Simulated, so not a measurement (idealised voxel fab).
process module | voxel transistor to metal
cross-section cut | 185 nm wide | cells 5 nm
A cross-section is a grid of square cells, given in bands from the top down. A band is one or more rows of cells.
Each band's line starts with the height of the band's top and of its bottom, in nm. Then come its materials from left to right, each with its width in nm. One material with "throughout" fills the band from edge to edge. "air" is empty space.
Height 0 is the level under which the wafer as received is all one material. The lowest band goes on downwards, as in "0 down".
A width such as "30 to 40" changes by the same amount from each row of cells to the next, from the band's top row to its bottom row.
"no change" after a step means that no cell of the cross-section changed.
closed voids: empty space of 8 cells or more with no open way to the top, each as width x height at its distance from the left edge, in nm
after a step's settings: what the simulator itself notes on the step
overlay nm, on a step with a mask: how far to the right of its planned place the mask lay; to the left if negative
plan
1 op RECEIVE | material Si
2 op OXIDIZE | depth nm 5
3 op CONFORMAL_DEP | material SiN | thk nm 15
4 op PATTERN | tone cover | mask id ACTIVE | material resist | width nm 115 | thk nm 15 | overlay nm 0
5 op DIRECTIONAL_ETCH | etch materials SiN | depth nm 15
6 op DIRECTIONAL_ETCH | etch materials SiO2 | depth nm 5
7 op DIRECTIONAL_ETCH | etch materials Si | depth nm 20
8 op STRIP | etch materials resist
9 op OXIDIZE | depth nm 5
10 op FILL_DEP | material SiO2 | thk nm 10
11 op CMP | height nm 15
12 op SELECTIVE_ETCH | etch materials SiO2 | depth nm 10
13 op STRIP | etch materials SiN
14 op SELECTIVE_ETCH | etch materials SiO2 | depth nm 5
15 op OXIDIZE | depth nm 5
16 op DIRECTIONAL_DEP | material polySi | thk nm 30
17 op DIRECTIONAL_DEP | material SiCN | thk nm 15
18 op PATTERN | tone cover | mask id GATE | material resist | width nm 35 | thk nm 20 | overlay nm 0
19 op DIRECTIONAL_ETCH | etch materials SiCN | depth nm 25
20 op DIRECTIONAL_ETCH | etch materials polySi | depth nm 40
21 op STRIP | etch materials resist
22 op CONFORMAL_DEP | material SiN | thk nm 5
23 op DIRECTIONAL_ETCH | etch materials SiN | depth nm 5
24 op DIRECTIONAL_ETCH | etch materials SiO2 | depth nm 5
25 op DIRECTIONAL_ETCH | etch materials Si | depth nm 10
26 op EPI | material pSi | thk nm 15
27 op FILL_DEP | material SiO2 | thk nm 5
28 op CMP | height nm 25
29 op STRIP | etch materials polySi
30 op SELECTIVE_ETCH | etch materials SiO2 | depth nm 5
31 op CONFORMAL_DEP | material HfO2 | thk nm 5
32 op CONFORMAL_DEP | material TiN | thk nm 5
33 op FILL_DEP | material W | thk nm 10
34 op CMP | height nm 20
35 op DIRECTIONAL_DEP | material SiO2 | thk nm 10
36 op PATTERN | tone open | mask id CONTACT | material resist | width nm 15 | pitch nm 90 | thk nm 15 | overlay nm 0
37 op DIRECTIONAL_ETCH | etch materials SiO2 | depth nm 35
38 op STRIP | etch materials resist
39 op CONFORMAL_DEP | material TiN | thk nm 5
40 op FILL_DEP | material W | thk nm 10
41 op CMP | height nm 30
42 op CONFORMAL_DEP | material SiCN | thk nm 5
43 op DIRECTIONAL_DEP | material lowk | thk nm 25
44 op PATTERN | tone open | mask id METAL_1 | material resist | width nm 15 | pitch nm 90 | thk nm 15 | overlay nm 0
45 op DIRECTIONAL_ETCH | etch materials lowk | depth nm 25
46 op DIRECTIONAL_ETCH | etch materials SiCN | depth nm 5
47 op STRIP | etch materials resist
48 op CONFORMAL_DEP | material TiN | thk nm 5
49 op FILL_DEP | material Cu | thk nm 10
50 op CMP | height nm 60
51 op EPI | material Ru | thk nm 5
52 op FILL_DEP | material SiCN | thk nm 5
53 op DIRECTIONAL_DEP | material lowk | thk nm 30
54 op MASKED_ETCH | tone open | mask id METAL_2 | width nm 15 | pitch nm 90 | etch materials lowk | depth nm 20 | overlay nm 0
55 op PATTERN | tone open | mask id METAL_2_HOLES | material resist | width nm 15 | pitch nm 90 | thk nm 20 | overlay nm 0
56 op DIRECTIONAL_ETCH | etch materials lowk | depth nm 10
57 op DIRECTIONAL_ETCH | etch materials SiCN | depth nm 5
58 op STRIP | etch materials resist
59 op CONFORMAL_DEP | material TiN | thk nm 5
60 op FILL_DEP | material Cu | thk nm 5
61 op CMP | height nm 100
62 op CONFORMAL_DEP | material SiCN | thk nm 5
varied across the wafers: depth nm of step 7. The plan shows the first wafer's value. All wafers start alike
first wafer as received, after step 1
  0 down: Si throughout
  closed voids: none
each wafer at the end: cells of each material gained (+) or lost (-) since it was received, then its closed voids
depth nm 20 | +22 Cu | +19 HfO2 | +10 Ru | -162 Si | +126 SiCN | +12 SiN | +236 SiO2 | +99 TiN | +24 W | +341 lowk | +50 pSi | closed voids: none
depth nm 25 | +22 Cu | +19 HfO2 | +10 Ru | -178 Si | +126 SiCN | +12 SiN | +252 SiO2 | +99 TiN | +24 W | +341 lowk | +50 pSi | closed voids: none
depth nm 30 | +22 Cu | +19 HfO2 | +10 Ru | -194 Si | +126 SiCN | +12 SiN | +268 SiO2 | +99 TiN | +24 W | +341 lowk | +50 pSi | closed voids: none
depth nm 35 | +22 Cu | +19 HfO2 | +10 Ru | -210 Si | +126 SiCN | +12 SiN | +284 SiO2 | +99 TiN | +24 W | +341 lowk | +50 pSi | closed voids: none
depth nm 40 | +22 Cu | +19 HfO2 | +10 Ru | -226 Si | +126 SiCN | +12 SiN | +300 SiO2 | +99 TiN | +24 W | +341 lowk | +50 pSi | closed voids: none
depth nm 45 | +22 Cu | +19 HfO2 | +10 Ru | -242 Si | +126 SiCN | +12 SiN | +316 SiO2 | +99 TiN | +24 W | +341 lowk | +50 pSi | closed voids: none
